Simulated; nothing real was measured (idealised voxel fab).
process module | voxel capacitor over wiring
cross-section cut | 155 nm wide | cells 5 nm
A cross-section is a grid of square cells, given in bands from the top down. A band is one or more rows of cells.
Each band's line starts with the height of the band's top and of its bottom, in nm. Then come its materials from left to right, each with its width in nm. One material with "throughout" fills the band from edge to edge. "air" is empty space.
Height 0 is the level under which the wafer as received is all one material. The lowest band goes on downwards, as in "0 down".
A width such as "30 to 40" changes by the same amount from each row of cells to the next, from the band's top row to its bottom row.
"no change" after a step means that no cell of the cross-section changed.
closed voids: empty space of 8 cells or more with no open way to the top, each as width x height at its distance from the left edge, in nm
after a step's settings: what the simulator itself notes on the step
overlay nm, on a step with a mask: how far to the right of its planned place the mask lay; to the left if negative
plan
1 op RECEIVE | material Si
2 op CONFORMAL_DEP | material SiO2 | thk nm 15
3 op CONFORMAL_DEP | material SiCN | thk nm 5
4 op DIRECTIONAL_DEP | material SiO2 | thk nm 25
5 op DIRECTIONAL_DEP | material aC | thk nm 10
6 op PATTERN | tone open | mask id METAL_1 | material resist | width nm 30 | pitch nm 95 | thk nm 30 | overlay nm 0
7 op DIRECTIONAL_ETCH | etch materials aC | depth nm 10
8 op STRIP | etch materials resist
9 op DIRECTIONAL_ETCH | etch materials SiO2 | depth nm 25
10 op DIRECTIONAL_ETCH | etch materials SiCN | depth nm 5
11 op STRIP | etch materials aC
12 op CONFORMAL_DEP | material TiN | thk nm 5
13 op FILL_DEP | material Cu | thk nm 10
14 op CMP | height nm 45
15 op CONFORMAL_DEP | material SiCN | thk nm 5
16 op DIRECTIONAL_DEP | material SiO2 | thk nm 10
17 op MASKED_ETCH | tone open | mask id PLUG_1 | width nm 15 | etch materials SiO2 | depth nm 10 | overlay nm -15
18 op MASKED_ETCH | tone open | mask id PLUG_1 | width nm 15 | etch materials SiCN | depth nm 5 | overlay nm 0
19 op CONFORMAL_DEP | material TiN | thk nm 5
20 op FILL_DEP | material W | thk nm 10
21 op CMP | height nm 60
22 op DIRECTIONAL_DEP | material TiN | thk nm 10
23 op DIRECTIONAL_DEP | material HfO2 | thk nm 5
24 op DIRECTIONAL_DEP | material TiN | thk nm 10
25 op PATTERN | tone cover | mask id UPPER_PLATE | material resist | width nm 70 | thk nm 15 | overlay nm 0
26 op DIRECTIONAL_ETCH | etch materials TiN | depth nm 10
27 op DIRECTIONAL_ETCH | etch materials HfO2 | depth nm 5
28 op STRIP | etch materials resist
29 op DIRECTIONAL_DEP | material aC | thk nm 10
30 op PATTERN | tone cover | mask id LOWER_PLATE | material resist | width nm 80 | thk nm 25 | overlay nm 0
31 op DIRECTIONAL_ETCH | etch materials aC | depth nm 10
32 op STRIP | etch materials resist
33 op DIRECTIONAL_ETCH | etch materials TiN | depth nm 10
34 op STRIP | etch materials aC
35 op FILL_DEP | material SiO2 | thk nm 20
36 op CMP | height nm 100
37 op MASKED_ETCH | tone open | mask id PLUG_2 | width nm 15 | etch materials SiO2 | depth nm 15 | overlay nm 0
38 op CONFORMAL_DEP | material TiN | thk nm 5
39 op FILL_DEP | material Ru | thk nm 10
40 op CMP | height nm 100
41 op CONFORMAL_DEP | material SiCN | thk nm 5
varied across the wafers: overlay nm of step 17. The plan shows the first wafer's value. All wafers start alike
first wafer as received, after step 1
  0 down: Si throughout
  closed voids: none
first wafer at the end, after step 41
  105 to 100: SiCN throughout
  100 to 90: SiO2 40 | TiN 5 | Ru 5 | TiN 5 | SiO2 100
  90 to 85: SiO2 40 | TiN 15 | SiO2 100
  85 to 75: SiO2 30 | TiN 70 | SiO2 55
  75 to 70: SiO2 30 | HfO2 70 | SiO2 55
  70 to 60: SiO2 25 | TiN 80 | SiO2 50
  60 to 55: SiO2 15 | TiN 5 | W 5 | TiN 5 | SiO2 125
  55 to 50: SiO2 15 | TiN 15 | SiO2 125
  50 to 45: SiCN throughout
  45 to 20: SiO2 15 | TiN 5 | Cu 20 | TiN 5 | SiO2 65 | TiN 5 | Cu 20 | TiN 5 | SiO2 15
  20 to 15: SiCN 15 | TiN 30 | SiCN 65 | TiN 30 | SiCN 15
  15 to 0: SiO2 throughout
  0 down: Si throughout
  closed voids: none
last wafer at the end
  105 to 100: SiCN throughout
  100 to 90: SiO2 40 | TiN 5 | Ru 5 | TiN 5 | SiO2 100
  90 to 85: SiO2 40 | TiN 15 | SiO2 100
  85 to 75: SiO2 30 | TiN 70 | SiO2 55
  75 to 70: SiO2 30 | HfO2 70 | SiO2 55
  70 to 60: SiO2 25 | TiN 80 | SiO2 50
  60 to 55: SiO2 45 | TiN 5 | W 5 | TiN 5 | SiO2 95
  55 to 50: SiO2 45 | TiN 15 | SiO2 95
  50 to 45: SiCN throughout
  45 to 20: SiO2 15 | TiN 5 | Cu 20 | TiN 5 | SiO2 65 | TiN 5 | Cu 20 | TiN 5 | SiO2 15
  20 to 15: SiCN 15 | TiN 30 | SiCN 65 | TiN 30 | SiCN 15
  15 to 0: SiO2 throughout
  0 down: Si throughout
  closed voids: none
each wafer at the end: cells of each material gained (+) or lost (-) since it was received, then its closed voids
overlay nm -15 | +40 Cu | +14 HfO2 | +2 Ru | +81 SiCN | +409 SiO2 | +104 TiN | +1 W | closed voids: none
overlay nm -10 | +40 Cu | +14 HfO2 | +2 Ru | +80 SiCN | +409 SiO2 | +105 TiN | +1 W | closed voids: none
overlay nm -5 | +40 Cu | +14 HfO2 | +2 Ru | +79 SiCN | +409 SiO2 | +106 TiN | +1 W | closed voids: none
overlay nm 0 | +40 Cu | +14 HfO2 | +2 Ru | +78 SiCN | +409 SiO2 | +106 TiN | +2 W | closed voids: none
overlay nm 5 | +40 Cu | +14 HfO2 | +2 Ru | +79 SiCN | +409 SiO2 | +106 TiN | +1 W | closed voids: none
overlay nm 10 | +40 Cu | +14 HfO2 | +2 Ru | +80 SiCN | +409 SiO2 | +105 TiN | +1 W | closed voids: none
overlay nm 15 | +40 Cu | +14 HfO2 | +2 Ru | +81 SiCN | +409 SiO2 | +104 TiN | +1 W | closed voids: none
